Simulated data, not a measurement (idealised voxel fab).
Proc. module: voxel trench capacitor
275 nm wide, 5 nm square cells: that's cross-section cut.
If you're reading a cross-section in this doc, picture square cells in a grid; it comes to you as bands, top ones listed first down to the bottom, and a band can be one or more rows of cells.
Band: top and bottom heights (nm) first, top before bottom; then materials from left to right, widths in nm. "everywhere" marks a sole material filling the band edge to edge. "empty" denotes empty space.
Zero point of the height axis is 0; under it, received wafer = one material. Lowest band: continues down indefinitely, "0..down".
Quick explanation for "30 to 40": the width changes in equal steps down the rows of cells, from the first number in the band's top row to the second number in its bottom row.
The cross-section has no changed cell in any step marked "all unchanged".
The label "Non-vented voids" introduces a list of the empty spaces, 8 cells or larger, that have no open way up to the top; each entry in it reads width x height at distance, where the distance is taken from the left edge and all three are stated in nm.
Post-settings text on a step line: simulator's own remark regarding the step.
Each step line may optionally specify "overlay nm", which for a step with a mask gives the rightward distance between the mask's planned place and where it lay, a negative value indicating the leftward direction.
Process steps foreseen in the plan
1) RECEIVE (material Si)
2) CONFORMAL_DEP (material SiN; thk nm 5)
3) MASKED_ETCH (tone open; mask id TRENCH; width nm 20; pitch nm 35; etch materials SiN; depth nm 5; overlay nm 0)
4) MASKED_ETCH (tone open; mask id TRENCH; width nm 20; pitch nm 35; etch materials Si; depth nm 40; overlay nm -15)
5) CONFORMAL_DEP (material Al2O3; thk nm 5)
6) FILL_DEP (material polySi; thk nm 5)
7) CMP (height nm 5)
Variable across wafers: step 4 overlay nm (plan value is that of the first wafer; starting state common to all).
First wafer of several, as received: cross-section after step 1
  0..down | Si everywhere
  Non-vented voids: none
Tabulated below, wafer by wafer, are the end-of-module results: for each material, the number of cells gained (+) or lost (-) relative to the as-received state, followed by the closed voids
overlay nm -15, +48 Al2O3, -32 Si, +39 SiN, Non-vented voids: none
overlay nm -10, +80 Al2O3, -64 Si, +39 SiN, Non-vented voids: none
overlay nm -5, +80 Al2O3, -96 Si, +39 SiN, +32 polySi, Non-vented voids: none
overlay nm 0, +80 Al2O3, -128 Si, +39 SiN, +64 polySi, Non-vented voids: none
overlay nm 5, +80 Al2O3, -96 Si, +39 SiN, +32 polySi, Non-vented voids: none
overlay nm 10, +80 Al2O3, -64 Si, +39 SiN, Non-vented voids: none
overlay nm 15, +48 Al2O3, -32 Si, +39 SiN, Non-vented voids: none
